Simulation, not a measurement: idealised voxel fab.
process module | voxel self aligned contacts
cross-section cut | 180 nm wide | cells 5 nm
Heads up, the way a cross-section reads in here is a grid of square cells, handed over as bands from the top down, with every band being one or more rows of cells. Basically the band line says how high the top is and how high the bottom is, in nm, and then what's in it from left to right, every material with its width in nm. Empty space shows up as "empty", and if a single material carries "edge to edge" it runs the full band edge to edge. Height is counted from the level 0, under which the received wafer is composed throughout of one material. The lowest of the bands is not closed at the bottom but continues downward, in the notation "from 0 down". A two-number width, for instance "30->40", indicates that the width is equal to the first number in the top row of the band and to the second number in the bottom row, and that it changes by a constant amount per row of cells. "identical to before" means the step left every cell of the cross-section as it was. If an empty space has no open way to the top and is at least 8 cells in size, "Enclosed void inventory" lists it, written width x height at distance, where distance is measured from the left edge and every value is in nm. Step line, after settings: the simulator's comment on this step. The optional step-line setting "overlay nm" applies to steps with a mask and quantifies how far to the right of its planned location the mask lay, a negative value indicating leftward placement.
Below is the list of planned process steps:
- 1: RECEIVE | material Si
- 2: CONFORMAL_DEP | material SiO2 | thk nm 5
- 3: DIRECTIONAL_DEP | material polySi | thk nm 20
- 4: DIRECTIONAL_DEP | material SiN | thk nm 15
- 5: PATTERN | tone cover | mask id GATE | material resist | width nm 30 | pitch nm 60 | thk nm 20 | overlay nm 0
- 6: DIRECTIONAL_ETCH | etch materials SiN | depth nm 15
- 7: DIRECTIONAL_ETCH | etch materials polySi | depth nm 20
- 8: STRIP | etch materials resist
- 9: CONFORMAL_DEP | material SiN | thk nm 5
- 10: DIRECTIONAL_ETCH | etch materials SiN | depth nm 5
- 11: FILL_DEP | material SiO2 | thk nm 15
- 12: CMP | height nm 50
- 13: PATTERN | tone open | mask id CONTACT | material resist | width nm 40 | thk nm 15 | overlay nm 0
- 14: DIRECTIONAL_ETCH | etch materials SiO2 | depth nm 50
- 15: STRIP | etch materials resist
- 16: CONFORMAL_DEP | material TiN | thk nm 5
- 17: FILL_DEP | material Ru | thk nm 10
- 18: CMP | height nm 50
- 19: CONFORMAL_DEP | material SiN | thk nm 5
First of two wafers - as planned:
Cross-section of the wafer upon arrival, representing the state reached after step 1:
from 0 down | Si edge to edge
Enclosed void inventory: none
The wafer in cross-section once step 2 is complete:
from 5 to 0 | SiO2 edge to edge
Below a height of 0, the structure has not been altered.
The wafer in cross-section once step 3 is complete:
from 25 to 5 | polySi edge to edge
Below a height of 5, the structure has not been altered.
The wafer in cross-section once step 4 is complete:
from 40 to 25 | SiN edge to edge
Below a height of 25, the structure has not been altered.
The wafer in cross-section once step 5 is complete:
from 60 to 40 | empty (45)  resist (30)  empty (30)  resist (30)  empty (45)
Below a height of 40, the structure has not been altered.
The wafer in cross-section once step 6 is complete:
from 60 to 40 | empty (45)  resist (30)  empty (30)  resist (30)  empty (45)
from 40 to 25 | empty (45)  SiN (30)  empty (30)  SiN (30)  empty (45)
Below a height of 25, the structure has not been altered.
The wafer in cross-section once step 7 is complete:
from 60 to 40 | empty (45)  resist (30)  empty (30)  resist (30)  empty (45)
from 40 to 25 | empty (45)  SiN (30)  empty (30)  SiN (30)  empty (45)
from 25 to 5 | empty (45)  polySi (30)  empty (30)  polySi (30)  empty (45)
Below a height of 5, the structure has not been altered.
The wafer in cross-section once step 8 is complete:
from 40 to 25 | empty (45)  SiN (30)  empty (30)  SiN (30)  empty (45)
Below a height of 25, the structure has not been altered.
The wafer in cross-section once step 9 is complete:
from 45 to 25 | empty (40)  SiN (40)  empty (20)  SiN (40)  empty (40)
from 25 to 10 | empty (40)  SiN (5)  polySi (30)  SiN (5)  empty (20)  SiN (5)  polySi (30)  SiN (5)  empty (40)
from 10 to 5 | SiN (45)  polySi (30)  SiN (30)  polySi (30)  SiN (45)
Below a height of 5, the structure has not been altered.
The wafer in cross-section once step 10 is complete:
from 40 to 25 | empty (40)  SiN (40)  empty (20)  SiN (40)  empty (40)
from 25 to 5 | empty (40)  SiN (5)  polySi (30)  SiN (5)  empty (20)  SiN (5)  polySi (30)  SiN (5)  empty (40)
Below a height of 5, the structure has not been altered.
The wafer in cross-section once step 11 is complete:
from 55 to 40 | SiO2 edge to edge
from 40 to 25 | SiO2 (40)  SiN (40)  SiO2 (20)  SiN (40)  SiO2 (40)
from 25 to 5 | SiO2 (40)  SiN (5)  polySi (30)  SiN (5)  SiO2 (20)  SiN (5)  polySi (30)  SiN (5)  SiO2 (40)
Below a height of 5, the structure has not been altered.
The wafer in cross-section once step 12 is complete:
from 50 to 40 | SiO2 edge to edge
Below a height of 40, the structure has not been altered.
The wafer in cross-section once step 13 is complete:
from 65 to 50 | resist (70)  empty (40)  resist (70)
Below a height of 50, the structure has not been altered.
The wafer in cross-section once step 14 is complete:
from 65 to 50 | resist (70)  empty (40)  resist (70)
from 50 to 40 | SiO2 (70)  empty (40)  SiO2 (70)
from 40 to 25 | SiO2 (40)  SiN (40)  empty (20)  SiN (40)  SiO2 (40)
from 25 to 5 | SiO2 (40)  SiN (5)  polySi (30)  SiN (5)  empty (20)  SiN (5)  polySi (30)  SiN (5)  SiO2 (40)
from 5 to 0 | SiO2 (80)  empty (20)  SiO2 (80)
Below a height of 0, the structure has not been altered.
The wafer in cross-section once step 15 is complete:
from 50 to 40 | SiO2 (70)  empty (40)  SiO2 (70)
Below a height of 40, the structure has not been altered.
The wafer in cross-section once step 16 is complete:
from 55 to 50 | TiN (75)  empty (30)  TiN (75)
from 50 to 40 | SiO2 (70)  TiN (5->15)  empty (30->10)  TiN (5->15)  SiO2 (70)
from 40 to 25 | SiO2 (40)  SiN (40)  TiN (5)  empty (10)  TiN (5)  SiN (40)  SiO2 (40)
from 25 to 5 | SiO2 (40)  SiN (5)  polySi (30)  SiN (5)  TiN (5)  empty (10)  TiN (5)  SiN (5)  polySi (30)  SiN (5)  SiO2 (40)
from 5 to 0 | SiO2 (80)  TiN (20)  SiO2 (80)
Below a height of 0, the structure has not been altered.
The wafer in cross-section once step 17 is complete:
from 65 to 55 | Ru edge to edge
from 55 to 50 | TiN (75)  Ru (30)  TiN (75)
from 50 to 40 | SiO2 (70)  TiN (5->15)  Ru (30->10)  TiN (5->15)  SiO2 (70)
from 40 to 25 | SiO2 (40)  SiN (40)  TiN (5)  Ru (10)  TiN (5)  SiN (40)  SiO2 (40)
from 25 to 5 | SiO2 (40)  SiN (5)  polySi (30)  SiN (5)  TiN (5)  Ru (10)  TiN (5)  SiN (5)  polySi (30)  SiN (5)  SiO2 (40)
Below a height of 5, the structure has not been altered.
The wafer in cross-section once step 18 is complete:
from 50 to 40 | SiO2 (70)  TiN (5->15)  Ru (30->10)  TiN (5->15)  SiO2 (70)
Below a height of 40, the structure has not been altered.
The wafer in cross-section once step 19 is complete:
from 55 to 50 | SiN edge to edge
Below a height of 50, the structure has not been altered.
Second wafer, same starting state and plan as the first, one mistake in the run, identical through step 13:
Cross-section: second wafer, time at which step 14 was scheduled to end:
from 65 to 50 | resist (70)  empty (40)  resist (70)
from 50 to 40 | SiO2 (70)  empty (40)  SiO2 (70)
from 40 to 25 | SiO2 (40)  SiN (40)  empty (20)  SiN (40)  SiO2 (40)
from 25 to 10 | SiO2 (40)  SiN (5)  polySi (30)  SiN (5)  empty (20)  SiN (5)  polySi (30)  SiN (5)  SiO2 (40)
Below a height of 10, the structure has not been altered.
Cross-section: second wafer, time at which step 15 was scheduled to end:
from 50 to 40 | SiO2 (70)  empty (40)  SiO2 (70)
Below a height of 40, the structure has not been altered.
Cross-section: second wafer, time at which step 16 was scheduled to end:
from 55 to 50 | TiN (75)  empty (30)  TiN (75)
from 50 to 40 | SiO2 (70)  TiN (5->15)  empty (30->10)  TiN (5->15)  SiO2 (70)
from 40 to 25 | SiO2 (40)  SiN (40)  TiN (5)  empty (10)  TiN (5)  SiN (40)  SiO2 (40)
from 25 to 15 | SiO2 (40)  SiN (5)  polySi (30)  SiN (5)  TiN (5)  empty (10)  TiN (5)  SiN (5)  polySi (30)  SiN (5)  SiO2 (40)
from 15 to 10 | SiO2 (40)  SiN (5)  polySi (30)  SiN (5)  TiN (20)  SiN (5)  polySi (30)  SiN (5)  SiO2 (40)
Below a height of 10, the structure has not been altered.
Cross-section: second wafer, time at which step 17 was scheduled to end:
from 65 to 55 | Ru edge to edge
from 55 to 50 | TiN (75)  Ru (30)  TiN (75)
from 50 to 40 | SiO2 (70)  TiN (5->15)  Ru (30->10)  TiN (5->15)  SiO2 (70)
from 40 to 25 | SiO2 (40)  SiN (40)  TiN (5)  Ru (10)  TiN (5)  SiN (40)  SiO2 (40)
from 25 to 15 | SiO2 (40)  SiN (5)  polySi (30)  SiN (5)  TiN (5)  Ru (10)  TiN (5)  SiN (5)  polySi (30)  SiN (5)  SiO2 (40)
Below a height of 15, the structure has not been altered.
Cross-section: second wafer, time at which step 18 was scheduled to end:
from 50 to 40 | SiO2 (70)  TiN (5->15)  Ru (30->10)  TiN (5->15)  SiO2 (70)
Below a height of 40, the structure has not been altered.
Cross-section: second wafer, time at which step 19 was scheduled to end:
from 55 to 50 | SiN edge to edge
Below a height of 50, the structure has not been altered.
Processing error: step 14 off recipe, ran as DIRECTIONAL_ETCH | etch materials SiO2 | depth nm 40
In the final state, the cell counts of the second wafer exceed or fall short of those of the first for the following materials: -4 Ru, +8 SiO2, -4 TiN
